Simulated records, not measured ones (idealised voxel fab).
The process module presented herein is designated voxel capacitor over wiring.
The cross-section on display is named cut; it measures 270 nm wide, and its cells are 5 nm squares.
A cross-section is a grid of square cells, given in bands from the top down. A band is one or more rows of cells. First you get the band's top height and its bottom height, in nm, and then the materials it's made of, left to right, with each width in nm. If you see a single material with "everywhere", that one covers the band edge to edge. "air" is empty space. Heights are reckoned from 0. Under this level, the received wafer is all of one material. The bottommost band is open-ended downward, for example "from 0 down". A width such as "30..40" changes by the same amount from each row of cells to the next, from the band's top row to its bottom row. A step reported as "all unchanged" is a step in which no cell of the cross-section changed. Entry "Closed void table" = empty spaces >= 8 cells with no open way to the top; each as width x height at distance, distance from left edge, all nm. Past the settings on a step's line: simulator remark, on that step. overlay nm: mask right of planned place by this much (step with mask). Neg. = left. From here on the document is pairs. In a pair, the cross-section before one process step comes with the cross-section after it, and the latter goes no deeper than the lowest band that changed. What lies in between, the step and its settings, is written under the pair. A pair may be from a different run of this module on the same starting wafer than the pair above it, so it continues from that pair only where its entry headed "Prior to processing" says so.

# Prior to processing
* from 0 down  Si everywhere
* Closed void table: none

# After the Step
* from 15 to 0  SiO2 everywhere
* Note: structure below 0 unchanged.
* Closed void table: none
The step carried out between the cross-section before it and the cross-section after it, both shown above, is CONFORMAL_DEP, material SiO2, thk nm 15

Prior to processing: The pre-step condition corresponds to the post-step cross-section depicted in the pair directly above.

# After the Step
* from 20 to 15  SiCN everywhere
* Note: structure below 15 unchanged.
* Closed void table: none
The step carried out between the cross-section before it and the cross-section after it, both shown above, is CONFORMAL_DEP, material SiCN, thk nm 5

Prior to processing: The pre-step condition corresponds to the post-step cross-section depicted in the pair directly above.

# After the Step
* from 35 to 20  lowk everywhere
* Note: structure below 20 unchanged.
* Closed void table: none
The step carried out between the cross-section before it and the cross-section after it, both shown above, is DIRECTIONAL_DEP, material lowk, thk nm 15

Prior to processing: The pre-step condition corresponds to the post-step cross-section depicted in the pair directly above.

# After the Step
* from 50 to 35  75 of resist; 25 of air; 70 of resist; 25 of air; 75 of resist
* Note: structure below 35 unchanged.
* Closed void table: none
The step carried out between the cross-section before it and the cross-section after it, both shown above, is PATTERN, tone open, mask id METAL_1, material resist, width nm 25, pitch nm 95, thk nm 15, overlay nm 0

Prior to processing: The pre-step condition corresponds to the post-step cross-section depicted in the pair directly above.

# After the Step
* from 50 to 35  75 of resist; 25 of air; 70 of resist; 25 of air; 75 of resist
* from 35 to 20  75 of lowk; 25 of air; 70 of lowk; 25 of air; 75 of lowk
* Note: structure below 20 unchanged.
* Closed void table: none
The step carried out between the cross-section before it and the cross-section after it, both shown above, is DIRECTIONAL_ETCH, etch materials lowk, depth nm 15

Prior to processing: The pre-step condition corresponds to the post-step cross-section depicted in the pair directly above.

# After the Step
* from 50 to 35  75 of resist; 25 of air; 70 of resist; 25 of air; 75 of resist
* from 35 to 20  75 of lowk; 25 of air; 70 of lowk; 25 of air; 75 of lowk
* from 20 to 15  75 of SiCN; 25 of air; 70 of SiCN; 25 of air; 75 of SiCN
* Note: structure below 15 unchanged.
* Closed void table: none
The step carried out between the cross-section before it and the cross-section after it, both shown above, is DIRECTIONAL_ETCH, etch materials SiCN, depth nm 5

Prior to processing: The pre-step condition corresponds to the post-step cross-section depicted in the pair directly above.

# After the Step
* from 35 to 20  75 of lowk; 25 of air; 70 of lowk; 25 of air; 75 of lowk
* Note: structure below 20 unchanged.
* Closed void table: none
The step carried out between the cross-section before it and the cross-section after it, both shown above, is STRIP, etch materials resist

Prior to processing: The pre-step condition corresponds to the post-step cross-section depicted in the pair directly above.

# After the Step
* from 40 to 35  80 of TiN; 15 of air; 80 of TiN; 15 of air; 80 of TiN
* from 35 to 20  75 of lowk; 5 of TiN; 15 of air; 5 of TiN; 70 of lowk; 5 of TiN; 15 of air; 5 of TiN; 75 of lowk
* from 20 to 15  75 of SiCN; 25 of TiN; 70 of SiCN; 25 of TiN; 75 of SiCN
* Note: structure below 15 unchanged.
* Closed void table: none
The step carried out between the cross-section before it and the cross-section after it, both shown above, is CONFORMAL_DEP, material TiN, thk nm 5

Prior to processing: The pre-step condition corresponds to the post-step cross-section depicted in the pair directly above.

# After the Step
* from 50 to 40  W everywhere
* from 40 to 35  80 of TiN; 15 of W; 80 of TiN; 15 of W; 80 of TiN
* from 35 to 20  75 of lowk; 5 of TiN; 15 of W; 5 of TiN; 70 of lowk; 5 of TiN; 15 of W; 5 of TiN; 75 of lowk
* Note: structure below 20 unchanged.
* Closed void table: none
The step carried out between the cross-section before it and the cross-section after it, both shown above, is FILL_DEP, material W, thk nm 10

Prior to processing: The pre-step condition corresponds to the post-step cross-section depicted in the pair directly above.

# After the Step
* from 35 to 20  75 of lowk; 5 of TiN; 15 of W; 5 of TiN; 70 of lowk; 5 of TiN; 15 of W; 5 of TiN; 75 of lowk
* Note: structure below 20 unchanged.
* Closed void table: none
The step carried out between the cross-section before it and the cross-section after it, both shown above, is CMP, height nm 35

Prior to processing: The pre-step condition corresponds to the post-step cross-section depicted in the pair directly above.

# After the Step
* from 40 to 35  70 of air; 35 of Ru; 60 of air; 35 of Ru; 70 of air
* Note: structure below 35 unchanged.
* Closed void table: none
The step carried out between the cross-section before it and the cross-section after it, both shown above, is EPI, material Ru, thk nm 5

Prior to processing: The pre-step condition corresponds to the post-step cross-section depicted in the pair directly above.

# After the Step
* from 45 to 40  SiCN everywhere
* from 40 to 35  70 of SiCN; 35 of Ru; 60 of SiCN; 35 of Ru; 70 of SiCN
* Note: structure below 35 unchanged.
* Closed void table: none
The step carried out between the cross-section before it and the cross-section after it, both shown above, is FILL_DEP, material SiCN, thk nm 5

Prior to processing: The pre-step condition corresponds to the post-step cross-section depicted in the pair directly above.

# After the Step
* from 60 to 45  SiO2 everywhere
* Note: structure below 45 unchanged.
* Closed void table: none
The step carried out between the cross-section before it and the cross-section after it, both shown above, is DIRECTIONAL_DEP, material SiO2, thk nm 15

Prior to processing: The pre-step condition corresponds to the post-step cross-section depicted in the pair directly above.

# After the Step
* from 60 to 45  85 of SiO2; 15 of air; 170 of SiO2
* Note: structure below 45 unchanged.
* Closed void table: none
The step carried out between the cross-section before it and the cross-section after it, both shown above, is MASKED_ETCH, tone open, mask id PLUG_1, width nm 15, etch materials SiO2, depth nm 15, overlay nm 0

Prior to processing: The pre-step condition corresponds to the post-step cross-section depicted in the pair directly above.

# After the Step
* from 60 to 45  85 of SiO2; 15 of air; 170 of SiO2
* from 45 to 40  85 of SiCN; 15 of air; 170 of SiCN
* Note: structure below 40 unchanged.
* Closed void table: none
The step carried out between the cross-section before it and the cross-section after it, both shown above, is MASKED_ETCH, tone open, mask id PLUG_1, width nm 15, etch materials SiCN, depth nm 5, overlay nm 0

Prior to processing: The pre-step condition corresponds to the post-step cross-section depicted in the pair directly above.

# After the Step
* from 60 to 50  85 of SiO2; 15 of air; 170 of SiO2
* from 50 to 45  85 of SiO2; 15 of Ru; 170 of SiO2
* from 45 to 40  85 of SiCN; 15 of Ru; 170 of SiCN
* Note: structure below 40 unchanged.
* Closed void table: none
The step carried out between the cross-section before it and the cross-section after it, both shown above, is EPI, material Ru, thk nm 10

Prior to processing: The pre-step condition corresponds to the post-step cross-section depicted in the pair directly above.

# After the Step
* from 60 to 45  85 of SiO2; 15 of Ru; 170 of SiO2
* Note: structure below 45 unchanged.
* Closed void table: none
The step carried out between the cross-section before it and the cross-section after it, both shown above, is EPI, material Ru, thk nm 10

Prior to processing: The pre-step condition corresponds to the post-step cross-section depicted in the pair directly above.

# After the Step
* from 65 to 60  TiN everywhere
* Note: structure below 60 unchanged.
* Closed void table: none
The step carried out between the cross-section before it and the cross-section after it, both shown above, is DIRECTIONAL_DEP, material TiN, thk nm 5

Prior to processing: The pre-step condition corresponds to the post-step cross-section depicted in the pair directly above.

# After the Step
* from 70 to 65  SiN everywhere
* Note: structure below 65 unchanged.
* Closed void table: none
The step carried out between the cross-section before it and the cross-section after it, both shown above, is DIRECTIONAL_DEP, material SiN, thk nm 5

Prior to processing: The pre-step condition corresponds to the post-step cross-section depicted in the pair directly above.

# After the Step
* from 80 to 70  TiN everywhere
* Note: structure below 70 unchanged.
* Closed void table: none
The step carried out between the cross-section before it and the cross-section after it, both shown above, is DIRECTIONAL_DEP, material TiN, thk nm 10

Prior to processing: The pre-step condition corresponds to the post-step cross-section depicted in the pair directly above.

# After the Step
* from 80 to 70  85 of air; 75 of TiN; 110 of air
* Note: structure below 70 unchanged.
* Closed void table: none
The step carried out between the cross-section before it and the cross-section after it, both shown above, is MASKED_ETCH, tone cover, mask id UPPER_PLATE, width nm 75, etch materials TiN, depth nm 10, overlay nm 0

Prior to processing: The pre-step condition corresponds to the post-step cross-section depicted in the pair directly above.

# After the Step
* from 80 to 70  85 of air; 75 of TiN; 110 of air
* from 70 to 65  85 of air; 75 of SiN; 110 of air
* Note: structure below 65 unchanged.
* Closed void table: none
The step carried out between the cross-section before it and the cross-section after it, both shown above, is MASKED_ETCH, tone cover, mask id UPPER_PLATE, width nm 75, etch materials SiN, depth nm 5, overlay nm 0

Prior to processing: The pre-step condition corresponds to the post-step cross-section depicted in the pair directly above.

# After the Step
* from 90 to 80  85 of air; 75 of aC; 110 of air
* from 80 to 75  85 of air; 75 of TiN; 110 of air
* from 75 to 70  85 of aC; 75 of TiN; 110 of aC
* from 70 to 65  85 of aC; 75 of SiN; 110 of aC
* Note: structure below 65 unchanged.
* Closed void table: none
The step carried out between the cross-section before it and the cross-section after it, both shown above, is DIRECTIONAL_DEP, material aC, thk nm 10

Prior to processing: The pre-step condition corresponds to the post-step cross-section depicted in the pair directly above.

# After the Step
* from 115 to 90  80 of air; 85 of resist; 105 of air
* from 90 to 80  80 of air; 5 of resist; 75 of aC; 5 of resist; 105 of air
* from 80 to 75  80 of air; 5 of resist; 75 of TiN; 5 of resist; 105 of air
* Note: structure below 75 unchanged.
* Closed void table: none
The step carried out between the cross-section before it and the cross-section after it, both shown above, is PATTERN, tone cover, mask id LOWER_PLATE, material resist, width nm 85, thk nm 25, overlay nm 0

Prior to processing: The pre-step condition corresponds to the post-step cross-section depicted in the pair directly above.

# After the Step
* from 105 to 90  80 of air; 85 of resist; 105 of air
* from 90 to 80  80 of air; 5 of resist; 75 of aC; 5 of resist; 105 of air
* from 80 to 75  80 of air; 5 of resist; 75 of TiN; 5 of resist; 105 of air
* from 75 to 70  80 of air; 5 of aC; 75 of TiN; 5 of aC; 105 of air
* from 70 to 65  80 of air; 5 of aC; 75 of SiN; 5 of aC; 105 of air
* Note: structure below 65 unchanged.
* Closed void table: none
The step carried out between the cross-section before it and the cross-section after it, both shown above, is DIRECTIONAL_ETCH, etch materials aC, depth nm 10

Prior to processing: The pre-step condition corresponds to the post-step cross-section depicted in the pair directly above.

# After the Step
* from 90 to 80  85 of air; 75 of aC; 110 of air
* from 80 to 75  85 of air; 75 of TiN; 110 of air
* Note: structure below 75 unchanged.
* Closed void table: none
The step carried out between the cross-section before it and the cross-section after it, both shown above, is STRIP, etch materials resist

Prior to processing: The pre-step condition corresponds to the post-step cross-section depicted in the pair directly above.

# After the Step
* from 90 to 80  85 of air; 75 of aC; 110 of air
* from 80 to 75  85 of air; 75 of TiN; 110 of air
* from 75 to 70  80 of air; 5 of aC; 75 of TiN; 5 of aC; 105 of air
* from 70 to 65  80 of air; 5 of aC; 75 of SiN; 5 of aC; 105 of air
* from 65 to 60  80 of air; 85 of TiN; 105 of air
* Note: structure below 60 unchanged.
* Closed void table: none
The step carried out between the cross-section before it and the cross-section after it, both shown above, is DIRECTIONAL_ETCH, etch materials TiN, depth nm 5

Prior to processing: The pre-step condition corresponds to the post-step cross-section depicted in the pair directly above.

# After the Step
* from 80 to 70  85 of air; 75 of TiN; 110 of air
* from 70 to 65  85 of air; 75 of SiN; 110 of air
* Note: structure below 65 unchanged.
* Closed void table: none
The step carried out between the cross-section before it and the cross-section after it, both shown above, is STRIP, etch materials aC

Prior to processing: The pre-step condition corresponds to the post-step cross-section depicted in the pair directly above.

# After the Step
* from 100 to 80  SiO2 everywhere
* from 80 to 70  85 of SiO2; 75 of TiN; 110 of SiO2
* from 70 to 65  85 of SiO2; 75 of SiN; 110 of SiO2
* from 65 to 60  80 of SiO2; 85 of TiN; 105 of SiO2
* Note: structure below 60 unchanged.
* Closed void table: none
The step carried out between the cross-section before it and the cross-section after it, both shown above, is FILL_DEP, material SiO2, thk nm 20

Prior to processing: The pre-step condition corresponds to the post-step cross-section depicted in the pair directly above.

# After the Step
* from 95 to 80  SiO2 everywhere
* Note: structure below 80 unchanged.
* Closed void table: none
The step carried out between the cross-section before it and the cross-section after it, both shown above, is CMP, height nm 95

Prior to processing: The pre-step condition corresponds to the post-step cross-section depicted in the pair directly above.

# After the Step
* from 115 to 95  95 of resist; 15 of air; 160 of resist
* Note: structure below 95 unchanged.
* Closed void table: none
The step carried out between the cross-section before it and the cross-section after it, both shown above, is PATTERN, tone open, mask id PLUG_2, material resist, width nm 15, thk nm 20, overlay nm 0

Prior to processing: The pre-step condition corresponds to the post-step cross-section depicted in the pair directly above.

# After the Step
* from 115 to 95  95 of resist; 15 of air; 160 of resist
* from 95 to 80  95 of SiO2; 15 of air; 160 of SiO2
* Note: structure below 80 unchanged.
* Closed void table: none
The step carried out between the cross-section before it and the cross-section after it, both shown above, is DIRECTIONAL_ETCH, etch materials SiO2, depth nm 15

Prior to processing: The pre-step condition corresponds to the post-step cross-section depicted in the pair directly above.

# After the Step
* from 95 to 80  95 of SiO2; 15 of air; 160 of SiO2
* Note: structure below 80 unchanged.
* Closed void table: none
The step carried out between the cross-section before it and the cross-section after it, both shown above, is STRIP, etch materials resist

Prior to processing: The pre-step condition corresponds to the post-step cross-section depicted in the pair directly above.

# After the Step
* from 100 to 95  100 of TiN; 5 of air; 165 of TiN
* from 95 to 85  95 of SiO2; 5 of TiN; 5 of air; 5 of TiN; 160 of SiO2
* from 85 to 80  95 of SiO2; 15 of TiN; 160 of SiO2
* Note: structure below 80 unchanged.
* Closed void table: none
The step carried out between the cross-section before it and the cross-section after it, both shown above, is CONFORMAL_DEP, material TiN, thk nm 5

Prior to processing: The pre-step condition corresponds to the post-step cross-section depicted in the pair directly above.

# After the Step
* from 110 to 100  W everywhere
* from 100 to 95  100 of TiN; 5 of W; 165 of TiN
* from 95 to 85  95 of SiO2; 5 of TiN; 5 of W; 5 of TiN; 160 of SiO2
* Note: structure below 85 unchanged.
* Closed void table: none
The step carried out between the cross-section before it and the cross-section after it, both shown above, is FILL_DEP, material W, thk nm 10

Prior to processing: The pre-step condition corresponds to the post-step cross-section depicted in the pair directly above.

# After the Step
* from 95 to 85  95 of SiO2; 5 of TiN; 5 of W; 5 of TiN; 160 of SiO2
* Note: structure below 85 unchanged.
* Closed void table: none
The step carried out between the cross-section before it and the cross-section after it, both shown above, is CMP, height nm 95

Prior to processing: The pre-step condition corresponds to the post-step cross-section depicted in the pair directly above.

# After the Step
* from 100 to 95  SiCN everywhere
* Note: structure below 95 unchanged.
* Closed void table: none
The step carried out between the cross-section before it and the cross-section after it, both shown above, is CONFORMAL_DEP, material SiCN, thk nm 5

# Prior to processing
* from 65 to 60  TiN everywhere
* from 60 to 45  85 of SiO2; 15 of Ru; 170 of SiO2
* from 45 to 40  85 of SiCN; 15 of Ru; 170 of SiCN
* from 40 to 35  70 of SiCN; 35 of Ru; 60 of SiCN; 35 of Ru; 70 of SiCN
* from 35 to 20  75 of lowk; 5 of TiN; 15 of W; 5 of TiN; 70 of lowk; 5 of TiN; 15 of W; 5 of TiN; 75 of lowk
* from 20 to 15  75 of SiCN; 25 of TiN; 70 of SiCN; 25 of TiN; 75 of SiCN
* from 15 to 0  SiO2 everywhere
* from 0 down  Si everywhere
* Closed void table: none

# After the Step
* from 75 to 60  TiN everywhere
* Note: structure below 60 unchanged.
* Closed void table: none
The step carried out between the cross-section before it and the cross-section after it, both shown above, is DIRECTIONAL_DEP, material TiN, thk nm 10

Prior to processing: The pre-step condition corresponds to the post-step cross-section depicted in the pair directly above.

# After the Step
* from 75 to 65  85 of air; 75 of TiN; 110 of air
* Note: structure below 65 unchanged.
* Closed void table: none
The step carried out between the cross-section before it and the cross-section after it, both shown above, is MASKED_ETCH, tone cover, mask id UPPER_PLATE, width nm 75, etch materials TiN, depth nm 10, overlay nm 0

Prior to processing: The pre-step condition corresponds to the post-step cross-section depicted in the pair directly above.

# After the Step
* from 85 to 75  85 of air; 75 of aC; 110 of air
* from 75 to 65  85 of aC; 75 of TiN; 110 of aC
* Note: structure below 65 unchanged.
* Closed void table: none
The step carried out between the cross-section before it and the cross-section after it, both shown above, is DIRECTIONAL_DEP, material aC, thk nm 10

Prior to processing: The pre-step condition corresponds to the post-step cross-section depicted in the pair directly above.

# After the Step
* from 110 to 85  80 of air; 85 of resist; 105 of air
* from 85 to 75  80 of air; 5 of resist; 75 of aC; 5 of resist; 105 of air
* Note: structure below 75 unchanged.
* Closed void table: none
The step carried out between the cross-section before it and the cross-section after it, both shown above, is PATTERN, tone cover, mask id LOWER_PLATE, material resist, width nm 85, thk nm 25, overlay nm 0

Prior to processing: The pre-step condition corresponds to the post-step cross-section depicted in the pair directly above.

# After the Step
* from 100 to 85  80 of air; 85 of resist; 105 of air
* from 85 to 75  80 of air; 5 of resist; 75 of aC; 5 of resist; 105 of air
* from 75 to 65  80 of air; 5 of aC; 75 of TiN; 5 of aC; 105 of air
* Note: structure below 65 unchanged.
* Closed void table: none
The step carried out between the cross-section before it and the cross-section after it, both shown above, is DIRECTIONAL_ETCH, etch materials aC, depth nm 10

Prior to processing: The pre-step condition corresponds to the post-step cross-section depicted in the pair directly above.

# After the Step
* from 85 to 75  85 of air; 75 of aC; 110 of air
* Note: structure below 75 unchanged.
* Closed void table: none
The step carried out between the cross-section before it and the cross-section after it, both shown above, is STRIP, etch materials resist

Prior to processing: The pre-step condition corresponds to the post-step cross-section depicted in the pair directly above.

# After the Step
* from 85 to 75  85 of air; 75 of aC; 110 of air
* from 75 to 65  80 of air; 5 of aC; 75 of TiN; 5 of aC; 105 of air
* from 65 to 60  80 of air; 85 of TiN; 105 of air
* Note: structure below 60 unchanged.
* Closed void table: none
The step carried out between the cross-section before it and the cross-section after it, both shown above, is DIRECTIONAL_ETCH, etch materials TiN, depth nm 5

Prior to processing: The pre-step condition corresponds to the post-step cross-section depicted in the pair directly above.

# After the Step
* from 75 to 65  85 of air; 75 of TiN; 110 of air
* Note: structure below 65 unchanged.
* Closed void table: none
The step carried out between the cross-section before it and the cross-section after it, both shown above, is STRIP, etch materials aC

Prior to processing: The pre-step condition corresponds to the post-step cross-section depicted in the pair directly above.

# After the Step
* from 95 to 75  SiO2 everywhere
* from 75 to 65  85 of SiO2; 75 of TiN; 110 of SiO2
* from 65 to 60  80 of SiO2; 85 of TiN; 105 of SiO2
* Note: structure below 60 unchanged.
* Closed void table: none
The step carried out between the cross-section before it and the cross-section after it, both shown above, is FILL_DEP, material SiO2, thk nm 20

Prior to processing: The pre-step condition corresponds to the post-step cross-section depicted in the pair directly above.

# After the Step
* from 115 to 95  95 of resist; 15 of air; 160 of resist
* Note: structure below 95 unchanged.
* Closed void table: none
The step carried out between the cross-section before it and the cross-section after it, both shown above, is PATTERN, tone open, mask id PLUG_2, material resist, width nm 15, thk nm 20, overlay nm 0

Prior to processing: The pre-step condition corresponds to the post-step cross-section depicted in the pair directly above.

# After the Step
* from 115 to 95  95 of resist; 15 of air; 160 of resist
* from 95 to 80  95 of SiO2; 15 of air; 160 of SiO2
* Note: structure below 80 unchanged.
* Closed void table: none
The step carried out between the cross-section before it and the cross-section after it, both shown above, is DIRECTIONAL_ETCH, etch materials SiO2, depth nm 15

Prior to processing: The pre-step condition corresponds to the post-step cross-section depicted in the pair directly above.

# After the Step
* from 95 to 80  95 of SiO2; 15 of air; 160 of SiO2
* Note: structure below 80 unchanged.
* Closed void table: none
The step carried out between the cross-section before it and the cross-section after it, both shown above, is STRIP, etch materials resist

Prior to processing: The pre-step condition corresponds to the post-step cross-section depicted in the pair directly above.

# After the Step
* from 100 to 95  100 of TiN; 5 of air; 165 of TiN
* from 95 to 85  95 of SiO2; 5 of TiN; 5 of air; 5 of TiN; 160 of SiO2
* from 85 to 80  95 of SiO2; 15 of TiN; 160 of SiO2
* Note: structure below 80 unchanged.
* Closed void table: none
The step carried out between the cross-section before it and the cross-section after it, both shown above, is CONFORMAL_DEP, material TiN, thk nm 5

Prior to processing: The pre-step condition corresponds to the post-step cross-section depicted in the pair directly above.

# After the Step
* from 110 to 100  W everywhere
* from 100 to 95  100 of TiN; 5 of W; 165 of TiN
* from 95 to 85  95 of SiO2; 5 of TiN; 5 of W; 5 of TiN; 160 of SiO2
* Note: structure below 85 unchanged.
* Closed void table: none
The step carried out between the cross-section before it and the cross-section after it, both shown above, is FILL_DEP, material W, thk nm 10

Prior to processing: The pre-step condition corresponds to the post-step cross-section depicted in the pair directly above.

# After the Step
* from 95 to 85  95 of SiO2; 5 of TiN; 5 of W; 5 of TiN; 160 of SiO2
* Note: structure below 85 unchanged.
* Closed void table: none
The step carried out between the cross-section before it and the cross-section after it, both shown above, is CMP, height nm 95

Prior to processing: The pre-step condition corresponds to the post-step cross-section depicted in the pair directly above.

# After the Step
* from 100 to 95  SiCN everywhere
* Note: structure below 95 unchanged.
* Closed void table: none
The step carried out between the cross-section before it and the cross-section after it, both shown above, is CONFORMAL_DEP, material SiCN, thk nm 5

# Prior to processing
* from 15 to 0  SiO2 everywhere
* from 0 down  Si everywhere
* Closed void table: none

# After the Step
* from 30 to 0  SiO2 everywhere
* Note: structure below 0 unchanged.
* Closed void table: none
The step carried out between the cross-section before it and the cross-section after it, both shown above, is CONFORMAL_DEP, material SiO2, thk nm 15

Prior to processing: The pre-step condition corresponds to the post-step cross-section depicted in the pair directly above.

# After the Step
* from 35 to 30  SiCN everywhere
* Note: structure below 30 unchanged.
* Closed void table: none
The step carried out between the cross-section before it and the cross-section after it, both shown above, is CONFORMAL_DEP, material SiCN, thk nm 5

Prior to processing: The pre-step condition corresponds to the post-step cross-section depicted in the pair directly above.

# After the Step
* from 50 to 35  lowk everywhere
* Note: structure below 35 unchanged.
* Closed void table: none
The step carried out between the cross-section before it and the cross-section after it, both shown above, is DIRECTIONAL_DEP, material lowk, thk nm 15

Prior to processing: The pre-step condition corresponds to the post-step cross-section depicted in the pair directly above.

# After the Step
* from 65 to 50  75 of resist; 25 of air; 70 of resist; 25 of air; 75 of resist
* Note: structure below 50 unchanged.
* Closed void table: none
The step carried out between the cross-section before it and the cross-section after it, both shown above, is PATTERN, tone open, mask id METAL_1, material resist, width nm 25, pitch nm 95, thk nm 15, overlay nm 0

Prior to processing: The pre-step condition corresponds to the post-step cross-section depicted in the pair directly above.

# After the Step
* from 65 to 50  75 of resist; 25 of air; 70 of resist; 25 of air; 75 of resist
* from 50 to 35  75 of lowk; 25 of air; 70 of lowk; 25 of air; 75 of lowk
* Note: structure below 35 unchanged.
* Closed void table: none
The step carried out between the cross-section before it and the cross-section after it, both shown above, is DIRECTIONAL_ETCH, etch materials lowk, depth nm 15

Prior to processing: The pre-step condition corresponds to the post-step cross-section depicted in the pair directly above.

# After the Step
* from 65 to 50  75 of resist; 25 of air; 70 of resist; 25 of air; 75 of resist
* from 50 to 35  75 of lowk; 25 of air; 70 of lowk; 25 of air; 75 of lowk
* from 35 to 30  75 of SiCN; 25 of air; 70 of SiCN; 25 of air; 75 of SiCN
* Note: structure below 30 unchanged.
* Closed void table: none
The step carried out between the cross-section before it and the cross-section after it, both shown above, is DIRECTIONAL_ETCH, etch materials SiCN, depth nm 5

Prior to processing: The pre-step condition corresponds to the post-step cross-section depicted in the pair directly above.

# After the Step
* from 50 to 35  75 of lowk; 25 of air; 70 of lowk; 25 of air; 75 of lowk
* Note: structure below 35 unchanged.
* Closed void table: none
The step carried out between the cross-section before it and the cross-section after it, both shown above, is STRIP, etch materials resist

Prior to processing: The pre-step condition corresponds to the post-step cross-section depicted in the pair directly above.

# After the Step
* from 55 to 50  80 of TiN; 15 of air; 80 of TiN; 15 of air; 80 of TiN
* from 50 to 35  75 of lowk; 5 of TiN; 15 of air; 5 of TiN; 70 of lowk; 5 of TiN; 15 of air; 5 of TiN; 75 of lowk
* from 35 to 30  75 of SiCN; 25 of TiN; 70 of SiCN; 25 of TiN; 75 of SiCN
* Note: structure below 30 unchanged.
* Closed void table: none
The step carried out between the cross-section before it and the cross-section after it, both shown above, is CONFORMAL_DEP, material TiN, thk nm 5

Prior to processing: The pre-step condition corresponds to the post-step cross-section depicted in the pair directly above.

# After the Step
* from 65 to 55  W everywhere
* from 55 to 50  80 of TiN; 15 of W; 80 of TiN; 15 of W; 80 of TiN
* from 50 to 35  75 of lowk; 5 of TiN; 15 of W; 5 of TiN; 70 of lowk; 5 of TiN; 15 of W; 5 of TiN; 75 of lowk
* Note: structure below 35 unchanged.
* Closed void table: none
The step carried out between the cross-section before it and the cross-section after it, both shown above, is FILL_DEP, material W, thk nm 10

Prior to processing: The pre-step condition corresponds to the post-step cross-section depicted in the pair directly above.

# After the Step
* from 35 to 30  75 of SiCN; 25 of TiN; 70 of SiCN; 25 of TiN; 75 of SiCN
* Note: structure below 30 unchanged.
* Closed void table: none
The step carried out between the cross-section before it and the cross-section after it, both shown above, is CMP, height nm 35

Prior to processing: The pre-step condition corresponds to the post-step cross-section depicted in the pair directly above.

# After the Step
* from 40 to 35  70 of air; 35 of Ru; 60 of air; 35 of Ru; 70 of air
* Note: structure below 35 unchanged.
* Closed void table: none
The step carried out between the cross-section before it and the cross-section after it, both shown above, is EPI, material Ru, thk nm 5

Prior to processing: The pre-step condition corresponds to the post-step cross-section depicted in the pair directly above.

# After the Step
* from 45 to 40  SiCN everywhere
* from 40 to 35  70 of SiCN; 35 of Ru; 60 of SiCN; 35 of Ru; 70 of SiCN
* Note: structure below 35 unchanged.
* Closed void table: none
The step carried out between the cross-section before it and the cross-section after it, both shown above, is FILL_DEP, material SiCN, thk nm 5

Prior to processing: The pre-step condition corresponds to the post-step cross-section depicted in the pair directly above.

# After the Step
* from 60 to 45  SiO2 everywhere
* Note: structure below 45 unchanged.
* Closed void table: none
The step carried out between the cross-section before it and the cross-section after it, both shown above, is DIRECTIONAL_DEP, material SiO2, thk nm 15

Prior to processing: The pre-step condition corresponds to the post-step cross-section depicted in the pair directly above.

# After the Step
* from 60 to 45  85 of SiO2; 15 of air; 170 of SiO2
* Note: structure below 45 unchanged.
* Closed void table: none
The step carried out between the cross-section before it and the cross-section after it, both shown above, is MASKED_ETCH, tone open, mask id PLUG_1, width nm 15, etch materials SiO2, depth nm 15, overlay nm 0

Prior to processing: The pre-step condition corresponds to the post-step cross-section depicted in the pair directly above.

# After the Step
* from 60 to 45  85 of SiO2; 15 of air; 170 of SiO2
* from 45 to 40  85 of SiCN; 15 of air; 170 of SiCN
* Note: structure below 40 unchanged.
* Closed void table: none
The step carried out between the cross-section before it and the cross-section after it, both shown above, is MASKED_ETCH, tone open, mask id PLUG_1, width nm 15, etch materials SiCN, depth nm 5, overlay nm 0

Prior to processing: The pre-step condition corresponds to the post-step cross-section depicted in the pair directly above.

# After the Step
* from 60 to 50  85 of SiO2; 15 of air; 170 of SiO2
* from 50 to 45  85 of SiO2; 15 of Ru; 170 of SiO2
* from 45 to 40  85 of SiCN; 15 of Ru; 170 of SiCN
* Note: structure below 40 unchanged.
* Closed void table: none
The step carried out between the cross-section before it and the cross-section after it, both shown above, is EPI, material Ru, thk nm 10

Prior to processing: The pre-step condition corresponds to the post-step cross-section depicted in the pair directly above.

# After the Step
* from 60 to 45  85 of SiO2; 15 of Ru; 170 of SiO2
* Note: structure below 45 unchanged.
* Closed void table: none
The step carried out between the cross-section before it and the cross-section after it, both shown above, is EPI, material Ru, thk nm 10

Prior to processing: The pre-step condition corresponds to the post-step cross-section depicted in the pair directly above.

# After the Step
* from 65 to 60  TiN everywhere
* Note: structure below 60 unchanged.
* Closed void table: none
The step carried out between the cross-section before it and the cross-section after it, both shown above, is DIRECTIONAL_DEP, material TiN, thk nm 5

Prior to processing: The pre-step condition corresponds to the post-step cross-section depicted in the pair directly above.

# After the Step
* from 70 to 65  SiN everywhere
* Note: structure below 65 unchanged.
* Closed void table: none
The step carried out between the cross-section before it and the cross-section after it, both shown above, is DIRECTIONAL_DEP, material SiN, thk nm 5

Prior to processing: The pre-step condition corresponds to the post-step cross-section depicted in the pair directly above.

# After the Step
* from 80 to 70  TiN everywhere
* Note: structure below 70 unchanged.
* Closed void table: none
The step carried out between the cross-section before it and the cross-section after it, both shown above, is DIRECTIONAL_DEP, material TiN, thk nm 10

Prior to processing: The pre-step condition corresponds to the post-step cross-section depicted in the pair directly above.

# After the Step
* from 80 to 70  85 of air; 75 of TiN; 110 of air
* Note: structure below 70 unchanged.
* Closed void table: none
The step carried out between the cross-section before it and the cross-section after it, both shown above, is MASKED_ETCH, tone cover, mask id UPPER_PLATE, width nm 75, etch materials TiN, depth nm 10, overlay nm 0

Prior to processing: The pre-step condition corresponds to the post-step cross-section depicted in the pair directly above.

# After the Step
* from 80 to 70  85 of air; 75 of TiN; 110 of air
* from 70 to 65  85 of air; 75 of SiN; 110 of air
* Note: structure below 65 unchanged.
* Closed void table: none
The step carried out between the cross-section before it and the cross-section after it, both shown above, is MASKED_ETCH, tone cover, mask id UPPER_PLATE, width nm 75, etch materials SiN, depth nm 5, overlay nm 0

Prior to processing: The pre-step condition corresponds to the post-step cross-section depicted in the pair directly above.

# After the Step
* from 90 to 80  85 of air; 75 of aC; 110 of air
* from 80 to 75  85 of air; 75 of TiN; 110 of air
* from 75 to 70  85 of aC; 75 of TiN; 110 of aC
* from 70 to 65  85 of aC; 75 of SiN; 110 of aC
* Note: structure below 65 unchanged.
* Closed void table: none
The step carried out between the cross-section before it and the cross-section after it, both shown above, is DIRECTIONAL_DEP, material aC, thk nm 10
